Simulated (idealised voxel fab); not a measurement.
Process module under the name voxel wiring stack
In the cross-section labelled cut, the width is 280 nm and each square cell is 5 nm.
Square cells in a grid make up a cross-section in this document, and the grid is given as bands, listed from the top down, each one or more rows of cells.
Look at the band entry: it leads with the top's height and the bottom's height in nm. Then it lists the materials left to right, with a width in nm for each. The word "everywhere" on a single material says that material fills the band edge to edge. The word "air" is empty space.
Counting heights begins at 0, where everything beneath is, in the wafer as received, one material. The lowest band has no bottom; it goes on downwards, as "0 down" shows.
You'd read "30->40" like this: the band's top row of cells is as wide as the first number, its bottom row is as wide as the second, and going down, every row changes width by the same amount as the row before did.
"changes: none" means the step left every cell of the cross-section as it was.
Closed empty spaces (no open way to the top) of 8 cells or more are what "Voids, fully enclosed" lists, each as width x height at distance from the left edge, nm for all three.
Whatever follows a step's settings on its line is a remark the simulator itself makes about that step.
"overlay nm", when on a step's line for a step with a mask, measures how far to the right of its planned place the mask lay; a negative measure means to the left.
The planned process steps are enumerated hereunder:
1,RECEIVE, material Si
2,CONFORMAL_DEP, material SiO2, thk nm 10
3,CONFORMAL_DEP, material SiCN, thk nm 5
4,DIRECTIONAL_DEP, material lowk, thk nm 25
5,DIRECTIONAL_DEP, material aC, thk nm 10
6,PATTERN, tone open, mask id METAL_1, material resist, width nm 30, pitch nm 55, thk nm 30, overlay nm 0
7,DIRECTIONAL_ETCH, etch materials aC, depth nm 10
8,STRIP, etch materials resist
9,DIRECTIONAL_ETCH, etch materials lowk, depth nm 25
10,DIRECTIONAL_ETCH, etch materials SiCN, depth nm 5
11,STRIP, etch materials aC
12,CONFORMAL_DEP, material TiN, thk nm 5
13,FILL_DEP, material Ru, thk nm 5
14,CMP, height nm 40
15,EPI, material Ru, thk nm 5
16,FILL_DEP, material SiCN, thk nm 5
17,DIRECTIONAL_DEP, material lowk, thk nm 15
18,DIRECTIONAL_DEP, material aC, thk nm 15
19,PATTERN, tone open, mask id PLUG_1, material resist, width nm 15, pitch nm 110, thk nm 35, overlay nm 0
20,DIRECTIONAL_ETCH, etch materials aC, depth nm 15
21,STRIP, etch materials resist
22,DIRECTIONAL_ETCH, etch materials lowk, depth nm 15
23,DIRECTIONAL_ETCH, etch materials SiCN, depth nm 5
24,STRIP, etch materials aC
25,EPI, material Ru, thk nm 10
26,EPI, material Ru, thk nm 10
27,DIRECTIONAL_DEP, material TiN, thk nm 5
28,DIRECTIONAL_DEP, material W, thk nm 25
29,DIRECTIONAL_DEP, material aC, thk nm 10
30,PATTERN, tone cover, mask id METAL_2, material resist, width nm 30, pitch nm 55, thk nm 30, overlay nm 0
31,DIRECTIONAL_ETCH, etch materials aC, depth nm 10
32,STRIP, etch materials resist
33,DIRECTIONAL_ETCH, etch materials W, depth nm 25
34,DIRECTIONAL_ETCH, etch materials TiN, depth nm 5
35,STRIP, etch materials aC
36,CONFORMAL_DEP, material SiCN, thk nm 5
37,FILL_DEP, material lowk, thk nm 5
38,CMP, height nm 95
39,CONFORMAL_DEP, material SiCN, thk nm 5
40,DIRECTIONAL_DEP, material SiO2, thk nm 20
41,MASKED_ETCH, tone open, mask id PLUG_2, width nm 15, pitch nm 55, etch materials SiO2, depth nm 20, overlay nm 0
42,MASKED_ETCH, tone open, mask id PLUG_2, width nm 15, pitch nm 55, etch materials SiCN, depth nm 5, overlay nm 0
43,EPI, material Ru, thk nm 10
44,EPI, material Ru, thk nm 10
45,EPI, material Ru, thk nm 5
46,DIRECTIONAL_DEP, material TiN, thk nm 5
47,DIRECTIONAL_DEP, material Ru, thk nm 25
48,MASKED_ETCH, tone cover, mask id METAL_3, width nm 30, pitch nm 55, etch materials Ru, depth nm 25, overlay nm 0
49,MASKED_ETCH, tone cover, mask id METAL_3, width nm 30, pitch nm 55, etch materials TiN, depth nm 5, overlay nm 0
50,FILL_DEP, material lowk, thk nm 5
51,CMP, height nm 150
52,CONFORMAL_DEP, material SiN, thk nm 5
Step 1 complete: cross-section of the wafer as received:
0 down | Si everywhere
Voids, fully enclosed: none
The module was run from the start shown above using the plan shown above, but one mistake was made doing it; the resulting wafer cross-section is below:
155 to 150 | SiN everywhere
150 to 145 | lowk: 40  TiN: 30  lowk: 25  TiN: 30  lowk: 25  TiN: 30  lowk: 25  TiN: 30  lowk: 45
145 to 120 | TiN everywhere
120 to 100 | SiO2: 40  Ru: 15  SiO2: 40  Ru: 15  SiO2: 40  Ru: 15  SiO2: 40  Ru: 15  SiO2: 60
100 to 95 | SiCN: 40  Ru: 15  SiCN: 40  Ru: 15  SiCN: 40  Ru: 15  SiCN: 40  Ru: 15  SiCN: 60
95 to 70 | lowk: 35  SiCN: 5  W: 30  SiCN: 5  lowk: 15  SiCN: 5  W: 30  SiCN: 5  lowk: 15  SiCN: 5  W: 30  SiCN: 5  lowk: 15  SiCN: 5  W: 30  SiCN: 5  lowk: 40
70 to 65 | SiCN: 40  TiN: 30  SiCN: 25  TiN: 30  SiCN: 25  TiN: 30  SiCN: 25  TiN: 30  SiCN: 45
65 to 50 | lowk: 40  Ru: 15  lowk: 95  Ru: 15  lowk: 115
50 to 45 | SiCN: 40  Ru: 15  SiCN: 95  Ru: 15  SiCN: 115
45 to 40 | SiCN: 35  Ru: 40  SiCN: 15  Ru: 40  SiCN: 15  Ru: 40  SiCN: 15  Ru: 40  SiCN: 40
40 to 15 | lowk: 40  TiN: 5  Ru: 20  TiN: 5  lowk: 25  TiN: 5  Ru: 20  TiN: 5  lowk: 25  TiN: 5  Ru: 20  TiN: 5  lowk: 25  TiN: 5  Ru: 20  TiN: 5  lowk: 45
15 to 10 | SiCN: 40  TiN: 30  SiCN: 25  TiN: 30  SiCN: 25  TiN: 30  SiCN: 25  TiN: 30  SiCN: 45
10 to 0 | SiO2 everywhere
0 down | Si everywhere
Voids, fully enclosed: none
Finding, execution versus plan: not per plan at step 47, really ran DIRECTIONAL_DEP, material TiN, thk nm 25
